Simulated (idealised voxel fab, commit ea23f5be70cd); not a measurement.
Proc. module: voxel gate over fins
Cross-section cut: width 220 nm, square cells of 5 nm.
Throughout this document, each cross-section is represented as a grid of square cells and is presented as a sequence of bands enumerated from the top downward, where a band comprises one or more rows of cells. Band entry format. Leading values: height of top, height of bottom, nm. Remainder: materials in left-to-right order, each with its width in nm. Special words: "throughout" on a single material, which then fills the band edge to edge; "empty", empty space. Below 0: as-received wafer, all one material; heights counted from there. Lowest band: no bottom, goes on down, written "0 and below". With a width like "30->40", each row of cells in the band differs from the next by the same amount, the top row carrying the first number and the bottom row the second. Reading "no modifications" for a step: not a cell of the cross-section changed in it. "Closed-off voids" contains a list of empty spaces, each no smaller than 8 cells and without an open way to the top, written in the form width x height at distance with the distance from the left edge and all three in nm. Formally, on a step line, whatever follows the settings is a remark that the simulator itself makes on the step. "overlay nm" on a masked step: distance the mask lay right of its planned place, negative for left.

## List of planned process steps
step 1: RECEIVE (material Si)
step 2: CONFORMAL_DEP (material SiN; thk nm 5)
step 3: MASKED_ETCH (tone cover; mask id FINS; width nm 15; pitch nm 50; etch materials SiN; depth nm 5; overlay nm 0)
step 4: MASKED_ETCH (tone cover; mask id FINS; width nm 15; pitch nm 50; etch materials Si; depth nm 40; overlay nm 0)
step 5: FILL_DEP (material SiO2; thk nm 5)
step 6: CMP (height nm 5)
step 7: PATTERN (tone open; mask id RAIL; material resist; width nm 15; thk nm 15; overlay nm 0)
step 8: DIRECTIONAL_ETCH (etch materials SiO2; depth nm 40)
step 9: STRIP (etch materials resist)
step 10: CONFORMAL_DEP (material TiN; thk nm 5)
step 11: FILL_DEP (material Ru; thk nm 10)
step 12: CMP (height nm 5)
step 13: SELECTIVE_ETCH (etch materials W Ru TiN; depth nm 30)
step 14: FILL_DEP (material SiO2; thk nm 5)
step 15: CMP (height nm 5)
step 16: SELECTIVE_ETCH (etch materials SiO2; depth nm 20)
step 17: STRIP (etch materials SiN)
step 18: CONFORMAL_DEP (material HfO2; thk nm 5)
step 19: CONFORMAL_DEP (material TiN; thk nm 5)
step 20: CONFORMAL_DEP (material TiAl; thk nm 5)
step 21: CONFORMAL_DEP (material TiN; thk nm 5)
step 22: FILL_DEP (material W; thk nm 15)
step 23: CMP (height nm 30)
step 24: CONFORMAL_DEP (material SiN; thk nm 5)

## First of two wafers: run as planned

## This is the cross-section of the wafer as we received it, i.e. after step 1
0 and below  Si throughout
Closed-off voids: none

## Wafer after step 2 (cross-section)
5 down to 0  SiN throughout
Below 0, the layers are the same as they were.

## Wafer after step 3 (cross-section)
5 down to 0  empty: 50 | SiN: 15 | empty: 35 | SiN: 15 | empty: 35 | SiN: 15 | empty: 55
Below 0, the layers are the same as they were.

## Wafer after step 4 (cross-section)
5 down to 0  empty: 50 | SiN: 15 | empty: 35 | SiN: 15 | empty: 35 | SiN: 15 | empty: 55
0 down to -40  empty: 50 | Si: 15 | empty: 35 | Si: 15 | empty: 35 | Si: 15 | empty: 55
Below -40, the layers are the same as they were.

## Wafer after step 5 (cross-section)
10 down to 5  SiO2 throughout
5 down to 0  SiO2: 50 | SiN: 15 | SiO2: 35 | SiN: 15 | SiO2: 35 | SiN: 15 | SiO2: 55
0 down to -40  SiO2: 50 | Si: 15 | SiO2: 35 | Si: 15 | SiO2: 35 | Si: 15 | SiO2: 55
Below -40, the layers are the same as they were.

## Wafer after step 6 (cross-section)
5 down to 0  SiO2: 50 | SiN: 15 | SiO2: 35 | SiN: 15 | SiO2: 35 | SiN: 15 | SiO2: 55
Below 0, the layers are the same as they were.

## Wafer after step 7 (cross-section)
20 down to 5  resist: 75 | empty: 15 | resist: 130
Below 5, the layers are the same as they were.

## Wafer after step 8 (cross-section)
20 down to 5  resist: 75 | empty: 15 | resist: 130
5 down to 0  SiO2: 50 | SiN: 15 | SiO2: 10 | empty: 15 | SiO2: 10 | SiN: 15 | SiO2: 35 | SiN: 15 | SiO2: 55
0 down to -35  SiO2: 50 | Si: 15 | SiO2: 10 | empty: 15 | SiO2: 10 | Si: 15 | SiO2: 35 | Si: 15 | SiO2: 55
Below -35, the layers are the same as they were.

## Wafer after step 9 (cross-section)
5 down to 0  SiO2: 50 | SiN: 15 | SiO2: 10 | empty: 15 | SiO2: 10 | SiN: 15 | SiO2: 35 | SiN: 15 | SiO2: 55
Below 0, the layers are the same as they were.

## Wafer after step 10 (cross-section)
10 down to 5  TiN: 80 | empty: 5 | TiN: 135
5 down to 0  SiO2: 50 | SiN: 15 | SiO2: 10 | TiN: 5 | empty: 5 | TiN: 5 | SiO2: 10 | SiN: 15 | SiO2: 35 | SiN: 15 | SiO2: 55
0 down to -30  SiO2: 50 | Si: 15 | SiO2: 10 | TiN: 5 | empty: 5 | TiN: 5 | SiO2: 10 | Si: 15 | SiO2: 35 | Si: 15 | SiO2: 55
-30 down to -35  SiO2: 50 | Si: 15 | SiO2: 10 | TiN: 15 | SiO2: 10 | Si: 15 | SiO2: 35 | Si: 15 | SiO2: 55
Below -35, the layers are the same as they were.

## Wafer after step 11 (cross-section)
20 down to 10  Ru throughout
10 down to 5  TiN: 80 | Ru: 5 | TiN: 135
5 down to 0  SiO2: 50 | SiN: 15 | SiO2: 10 | TiN: 5 | Ru: 5 | TiN: 5 | SiO2: 10 | SiN: 15 | SiO2: 35 | SiN: 15 | SiO2: 55
0 down to -30  SiO2: 50 | Si: 15 | SiO2: 10 | TiN: 5 | Ru: 5 | TiN: 5 | SiO2: 10 | Si: 15 | SiO2: 35 | Si: 15 | SiO2: 55
Below -30, the layers are the same as they were.

## Wafer after step 12 (cross-section)
5 down to 0  SiO2: 50 | SiN: 15 | SiO2: 10 | TiN: 5 | Ru: 5 | TiN: 5 | SiO2: 10 | SiN: 15 | SiO2: 35 | SiN: 15 | SiO2: 55
Below 0, the layers are the same as they were.

## Wafer after step 13 (cross-section)
5 down to 0  SiO2: 50 | SiN: 15 | SiO2: 10 | empty: 15 | SiO2: 10 | SiN: 15 | SiO2: 35 | SiN: 15 | SiO2: 55
0 down to -25  SiO2: 50 | Si: 15 | SiO2: 10 | empty: 15 | SiO2: 10 | Si: 15 | SiO2: 35 | Si: 15 | SiO2: 55
Below -25, the layers are the same as they were.

## Wafer after step 14 (cross-section)
10 down to 5  SiO2 throughout
5 down to 0  SiO2: 50 | SiN: 15 | SiO2: 35 | SiN: 15 | SiO2: 35 | SiN: 15 | SiO2: 55
0 down to -25  SiO2: 50 | Si: 15 | SiO2: 35 | Si: 15 | SiO2: 35 | Si: 15 | SiO2: 55
Below -25, the layers are the same as they were.

## Wafer after step 15 (cross-section)
5 down to 0  SiO2: 50 | SiN: 15 | SiO2: 35 | SiN: 15 | SiO2: 35 | SiN: 15 | SiO2: 55
Below 0, the layers are the same as they were.

## Wafer after step 16 (cross-section)
5 down to 0  empty: 50 | SiN: 15 | empty: 35 | SiN: 15 | empty: 35 | SiN: 15 | empty: 55
0 down to -15  empty: 50 | Si: 15 | empty: 35 | Si: 15 | empty: 35 | Si: 15 | empty: 55
Below -15, the layers are the same as they were.

## Wafer after step 17 (cross-section)
0 down to -15  empty: 50 | Si: 15 | empty: 35 | Si: 15 | empty: 35 | Si: 15 | empty: 55
Below -15, the layers are the same as they were.

## Wafer after step 18 (cross-section)
5 down to 0  empty: 45 | HfO2: 25 | empty: 25 | HfO2: 25 | empty: 25 | HfO2: 25 | empty: 50
0 down to -10  empty: 45 | HfO2: 5 | Si: 15 | HfO2: 5 | empty: 25 | HfO2: 5 | Si: 15 | HfO2: 5 | empty: 25 | HfO2: 5 | Si: 15 | HfO2: 5 | empty: 50
-10 down to -15  HfO2: 50 | Si: 15 | HfO2: 35 | Si: 15 | HfO2: 35 | Si: 15 | HfO2: 55
Below -15, the layers are the same as they were.

## Wafer after step 19 (cross-section)
10 down to 5  empty: 40 | TiN: 35 | empty: 15 | TiN: 35 | empty: 15 | TiN: 35 | empty: 45
5 down to 0  empty: 40 | TiN: 5 | HfO2: 25 | TiN: 5 | empty: 15 | TiN: 5 | HfO2: 25 | TiN: 5 | empty: 15 | TiN: 5 | HfO2: 25 | TiN: 5 | empty: 45
0 down to -5  empty: 40 | TiN: 5 | HfO2: 5 | Si: 15 | HfO2: 5 | TiN: 5 | empty: 15 | TiN: 5 | HfO2: 5 | Si: 15 | HfO2: 5 | TiN: 5 | empty: 15 | TiN: 5 | HfO2: 5 | Si: 15 | HfO2: 5 | TiN: 5 | empty: 45
-5 down to -10  TiN: 45 | HfO2: 5 | Si: 15 | HfO2: 5 | TiN: 25 | HfO2: 5 | Si: 15 | HfO2: 5 | TiN: 25 | HfO2: 5 | Si: 15 | HfO2: 5 | TiN: 50
Below -10, the layers are the same as they were.

## Wafer after step 20 (cross-section)
15 down to 10  empty: 35 | TiAl: 45 | empty: 5 | TiAl: 45 | empty: 5 | TiAl: 45 | empty: 40
10 down to 5  empty: 35 | TiAl: 5 | TiN: 35 | TiAl: 5 | empty: 5 | TiAl: 5 | TiN: 35 | TiAl: 5 | empty: 5 | TiAl: 5 | TiN: 35 | TiAl: 5 | empty: 40
5 down to 0  empty: 35 | TiAl: 5 | TiN: 5 | HfO2: 25 | TiN: 5 | TiAl: 5 | empty: 5 | TiAl: 5 | TiN: 5 | HfO2: 25 | TiN: 5 | TiAl: 5 | empty: 5 | TiAl: 5 | TiN: 5 | HfO2: 25 | TiN: 5 | TiAl: 5 | empty: 40
0 down to -5  TiAl: 40 | TiN: 5 | HfO2: 5 | Si: 15 | HfO2: 5 | TiN: 5 | TiAl: 15 | TiN: 5 | HfO2: 5 | Si: 15 | HfO2: 5 | TiN: 5 | TiAl: 15 | TiN: 5 | HfO2: 5 | Si: 15 | HfO2: 5 | TiN: 5 | TiAl: 45
Below -5, the layers are the same as they were.

## Wafer after step 21 (cross-section)
20 down to 15  empty: 30 | TiN: 155 | empty: 35
15 down to 10  empty: 30 | TiN: 5 | TiAl: 45 | TiN: 5 | TiAl: 45 | TiN: 5 | TiAl: 45 | TiN: 5 | empty: 35
10 down to 5  empty: 30 | TiN: 5 | TiAl: 5 | TiN: 35 | TiAl: 5 | TiN: 5 | TiAl: 5 | TiN: 35 | TiAl: 5 | TiN: 5 | TiAl: 5 | TiN: 35 | TiAl: 5 | TiN: 5 | empty: 35
5 down to 0  TiN: 35 | TiAl: 5 | TiN: 5 | HfO2: 25 | TiN: 5 | TiAl: 5 | TiN: 5 | TiAl: 5 | TiN: 5 | HfO2: 25 | TiN: 5 | TiAl: 5 | TiN: 5 | TiAl: 5 | TiN: 5 | HfO2: 25 | TiN: 5 | TiAl: 5 | TiN: 40
Below 0, the layers are the same as they were.

## Wafer after step 22 (cross-section)
35 down to 20  W throughout
20 down to 15  W: 30 | TiN: 155 | W: 35
15 down to 10  W: 30 | TiN: 5 | TiAl: 45 | TiN: 5 | TiAl: 45 | TiN: 5 | TiAl: 45 | TiN: 5 | W: 35
10 down to 5  W: 30 | TiN: 5 | TiAl: 5 | TiN: 35 | TiAl: 5 | TiN: 5 | TiAl: 5 | TiN: 35 | TiAl: 5 | TiN: 5 | TiAl: 5 | TiN: 35 | TiAl: 5 | TiN: 5 | W: 35
Below 5, the layers are the same as they were.

## Wafer after step 23 (cross-section)
30 down to 20  W throughout
Below 20, the layers are the same as they were.

## Wafer after step 24 (cross-section)
35 down to 30  SiN throughout
Below 30, the layers are the same as they were.

## Second wafer - shared start and plan with the first - one error in running - same as the first up to step 15 inclusive

## Second wafer, cross-section, planned end of step 16
5 down to 0  empty: 50 | SiN: 15 | empty: 35 | SiN: 15 | empty: 35 | SiN: 15 | empty: 55
0 down to -25  empty: 50 | Si: 15 | empty: 35 | Si: 15 | empty: 35 | Si: 15 | empty: 55
-25 down to -30  empty: 50 | Si: 15 | empty: 10 | TiN: 5 | Ru: 5 | TiN: 5 | empty: 10 | Si: 15 | empty: 35 | Si: 15 | empty: 55
-30 down to -35  empty: 50 | Si: 15 | empty: 10 | TiN: 15 | empty: 10 | Si: 15 | empty: 35 | Si: 15 | empty: 55
Below -35, the layers are the same as they were.

## Second wafer, cross-section, planned end of step 17
0 down to -25  empty: 50 | Si: 15 | empty: 35 | Si: 15 | empty: 35 | Si: 15 | empty: 55
Below -25, the layers are the same as they were.

## Second wafer, cross-section, planned end of step 18
5 down to 0  empty: 45 | HfO2: 25 | empty: 25 | HfO2: 25 | empty: 25 | HfO2: 25 | empty: 50
0 down to -20  empty: 45 | HfO2: 5 | Si: 15 | HfO2: 5 | empty: 25 | HfO2: 5 | Si: 15 | HfO2: 5 | empty: 25 | HfO2: 5 | Si: 15 | HfO2: 5 | empty: 50
-20 down to -25  empty: 45 | HfO2: 5 | Si: 15 | HfO2: 35 | Si: 15 | HfO2: 5 | empty: 25 | HfO2: 5 | Si: 15 | HfO2: 5 | empty: 50
-25 down to -30  empty: 45 | HfO2: 5 | Si: 15 | HfO2: 10 | TiN: 5 | Ru: 5 | TiN: 5 | HfO2: 10 | Si: 15 | HfO2: 5 | empty: 25 | HfO2: 5 | Si: 15 | HfO2: 5 | empty: 50
-30 down to -35  HfO2: 50 | Si: 15 | HfO2: 10 | TiN: 15 | HfO2: 10 | Si: 15 | HfO2: 35 | Si: 15 | HfO2: 55
Below -35, the layers are the same as they were.

## Second wafer, cross-section, planned end of step 19
10 down to 5  empty: 40 | TiN: 35 | empty: 15 | TiN: 35 | empty: 15 | TiN: 35 | empty: 45
5 down to 0  empty: 40 | TiN: 5 | HfO2: 25 | TiN: 5 | empty: 15 | TiN: 5 | HfO2: 25 | TiN: 5 | empty: 15 | TiN: 5 | HfO2: 25 | TiN: 5 | empty: 45
0 down to -15  empty: 40 | TiN: 5 | HfO2: 5 | Si: 15 | HfO2: 5 | TiN: 5 | empty: 15 | TiN: 5 | HfO2: 5 | Si: 15 | HfO2: 5 | TiN: 5 | empty: 15 | TiN: 5 | HfO2: 5 | Si: 15 | HfO2: 5 | TiN: 5 | empty: 45
-15 down to -20  empty: 40 | TiN: 5 | HfO2: 5 | Si: 15 | HfO2: 5 | TiN: 25 | HfO2: 5 | Si: 15 | HfO2: 5 | TiN: 5 | empty: 15 | TiN: 5 | HfO2: 5 | Si: 15 | HfO2: 5 | TiN: 5 | empty: 45
-20 down to -25  empty: 40 | TiN: 5 | HfO2: 5 | Si: 15 | HfO2: 35 | Si: 15 | HfO2: 5 | TiN: 5 | empty: 15 | TiN: 5 | HfO2: 5 | Si: 15 | HfO2: 5 | TiN: 5 | empty: 45
-25 down to -30  TiN: 45 | HfO2: 5 | Si: 15 | HfO2: 10 | TiN: 5 | Ru: 5 | TiN: 5 | HfO2: 10 | Si: 15 | HfO2: 5 | TiN: 25 | HfO2: 5 | Si: 15 | HfO2: 5 | TiN: 50
Below -30, the layers are the same as they were.

## Second wafer, cross-section, planned end of step 20
15 down to 10  empty: 35 | TiAl: 45 | empty: 5 | TiAl: 45 | empty: 5 | TiAl: 45 | empty: 40
10 down to 5  empty: 35 | TiAl: 5 | TiN: 35 | TiAl: 5 | empty: 5 | TiAl: 5 | TiN: 35 | TiAl: 5 | empty: 5 | TiAl: 5 | TiN: 35 | TiAl: 5 | empty: 40
5 down to 0  empty: 35 | TiAl: 5 | TiN: 5 | HfO2: 25 | TiN: 5 | TiAl: 5 | empty: 5 | TiAl: 5 | TiN: 5 | HfO2: 25 | TiN: 5 | TiAl: 5 | empty: 5 | TiAl: 5 | TiN: 5 | HfO2: 25 | TiN: 5 | TiAl: 5 | empty: 40
0 down to -10  empty: 35 | TiAl: 5 | TiN: 5 | HfO2: 5 | Si: 15 | HfO2: 5 | TiN: 5 | TiAl: 5 | empty: 5 | TiAl: 5 | TiN: 5 | HfO2: 5 | Si: 15 | HfO2: 5 | TiN: 5 | TiAl: 5 | empty: 5 | TiAl: 5 | TiN: 5 | HfO2: 5 | Si: 15 | HfO2: 5 | TiN: 5 | TiAl: 5 | empty: 40
-10 down to -15  empty: 35 | TiAl: 5 | TiN: 5 | HfO2: 5 | Si: 15 | HfO2: 5 | TiN: 5 | TiAl: 15 | TiN: 5 | HfO2: 5 | Si: 15 | HfO2: 5 | TiN: 5 | TiAl: 5 | empty: 5 | TiAl: 5 | TiN: 5 | HfO2: 5 | Si: 15 | HfO2: 5 | TiN: 5 | TiAl: 5 | empty: 40
-15 down to -20  empty: 35 | TiAl: 5 | TiN: 5 | HfO2: 5 | Si: 15 | HfO2: 5 | TiN: 25 | HfO2: 5 | Si: 15 | HfO2: 5 | TiN: 5 | TiAl: 5 | empty: 5 | TiAl: 5 | TiN: 5 | HfO2: 5 | Si: 15 | HfO2: 5 | TiN: 5 | TiAl: 5 | empty: 40
-20 down to -25  TiAl: 40 | TiN: 5 | HfO2: 5 | Si: 15 | HfO2: 35 | Si: 15 | HfO2: 5 | TiN: 5 | TiAl: 15 | TiN: 5 | HfO2: 5 | Si: 15 | HfO2: 5 | TiN: 5 | TiAl: 45
Below -25, the layers are the same as they were.

## Second wafer, cross-section, planned end of step 21
20 down to 15  empty: 30 | TiN: 155 | empty: 35
15 down to 10  empty: 30 | TiN: 5 | TiAl: 45 | TiN: 5 | TiAl: 45 | TiN: 5 | TiAl: 45 | TiN: 5 | empty: 35
10 down to 5  empty: 30 | TiN: 5 | TiAl: 5 | TiN: 35 | TiAl: 5 | TiN: 5 | TiAl: 5 | TiN: 35 | TiAl: 5 | TiN: 5 | TiAl: 5 | TiN: 35 | TiAl: 5 | TiN: 5 | empty: 35
5 down to 0  empty: 30 | TiN: 5 | TiAl: 5 | TiN: 5 | HfO2: 25 | TiN: 5 | TiAl: 5 | TiN: 5 | TiAl: 5 | TiN: 5 | HfO2: 25 | TiN: 5 | TiAl: 5 | TiN: 5 | TiAl: 5 | TiN: 5 | HfO2: 25 | TiN: 5 | TiAl: 5 | TiN: 5 | empty: 35
0 down to -10  empty: 30 | TiN: 5 | TiAl: 5 | TiN: 5 | HfO2: 5 | Si: 15 | HfO2: 5 | TiN: 5 | TiAl: 5 | TiN: 5 | TiAl: 5 | TiN: 5 | HfO2: 5 | Si: 15 | HfO2: 5 | TiN: 5 | TiAl: 5 | TiN: 5 | TiAl: 5 | TiN: 5 | HfO2: 5 | Si: 15 | HfO2: 5 | TiN: 5 | TiAl: 5 | TiN: 5 | empty: 35
-10 down to -15  empty: 30 | TiN: 5 | TiAl: 5 | TiN: 5 | HfO2: 5 | Si: 15 | HfO2: 5 | TiN: 5 | TiAl: 15 | TiN: 5 | HfO2: 5 | Si: 15 | HfO2: 5 | TiN: 5 | TiAl: 5 | TiN: 5 | TiAl: 5 | TiN: 5 | HfO2: 5 | Si: 15 | HfO2: 5 | TiN: 5 | TiAl: 5 | TiN: 5 | empty: 35
-15 down to -20  TiN: 35 | TiAl: 5 | TiN: 5 | HfO2: 5 | Si: 15 | HfO2: 5 | TiN: 25 | HfO2: 5 | Si: 15 | HfO2: 5 | TiN: 5 | TiAl: 5 | TiN: 5 | TiAl: 5 | TiN: 5 | HfO2: 5 | Si: 15 | HfO2: 5 | TiN: 5 | TiAl: 5 | TiN: 40
Below -20, the layers are the same as they were.

## Second wafer, cross-section, planned end of step 22
35 down to 20  W throughout
20 down to 15  W: 30 | TiN: 155 | W: 35
15 down to 10  W: 30 | TiN: 5 | TiAl: 45 | TiN: 5 | TiAl: 45 | TiN: 5 | TiAl: 45 | TiN: 5 | W: 35
10 down to 5  W: 30 | TiN: 5 | TiAl: 5 | TiN: 35 | TiAl: 5 | TiN: 5 | TiAl: 5 | TiN: 35 | TiAl: 5 | TiN: 5 | TiAl: 5 | TiN: 35 | TiAl: 5 | TiN: 5 | W: 35
5 down to 0  W: 30 | TiN: 5 | TiAl: 5 | TiN: 5 | HfO2: 25 | TiN: 5 | TiAl: 5 | TiN: 5 | TiAl: 5 | TiN: 5 | HfO2: 25 | TiN: 5 | TiAl: 5 | TiN: 5 | TiAl: 5 | TiN: 5 | HfO2: 25 | TiN: 5 | TiAl: 5 | TiN: 5 | W: 35
0 down to -10  W: 30 | TiN: 5 | TiAl: 5 | TiN: 5 | HfO2: 5 | Si: 15 | HfO2: 5 | TiN: 5 | TiAl: 5 | TiN: 5 | TiAl: 5 | TiN: 5 | HfO2: 5 | Si: 15 | HfO2: 5 | TiN: 5 | TiAl: 5 | TiN: 5 | TiAl: 5 | TiN: 5 | HfO2: 5 | Si: 15 | HfO2: 5 | TiN: 5 | TiAl: 5 | TiN: 5 | W: 35
-10 down to -15  W: 30 | TiN: 5 | TiAl: 5 | TiN: 5 | HfO2: 5 | Si: 15 | HfO2: 5 | TiN: 5 | TiAl: 15 | TiN: 5 | HfO2: 5 | Si: 15 | HfO2: 5 | TiN: 5 | TiAl: 5 | TiN: 5 | TiAl: 5 | TiN: 5 | HfO2: 5 | Si: 15 | HfO2: 5 | TiN: 5 | TiAl: 5 | TiN: 5 | W: 35
Below -15, the layers are the same as they were.

## Second wafer, cross-section, planned end of step 23
30 down to 20  W throughout
Below 20, the layers are the same as they were.

## Second wafer, cross-section, planned end of step 24
35 down to 30  SiN throughout
Below 30, the layers are the same as they were.
Deviation noted in wafer processing: it should be noted that step 16 of the plan was executed twice
at the end the second wafer has, in cells: HfO2: 28 more, SiO2: 134 fewer, TiAl: 20 more, TiN: 34 more, W: 52 more
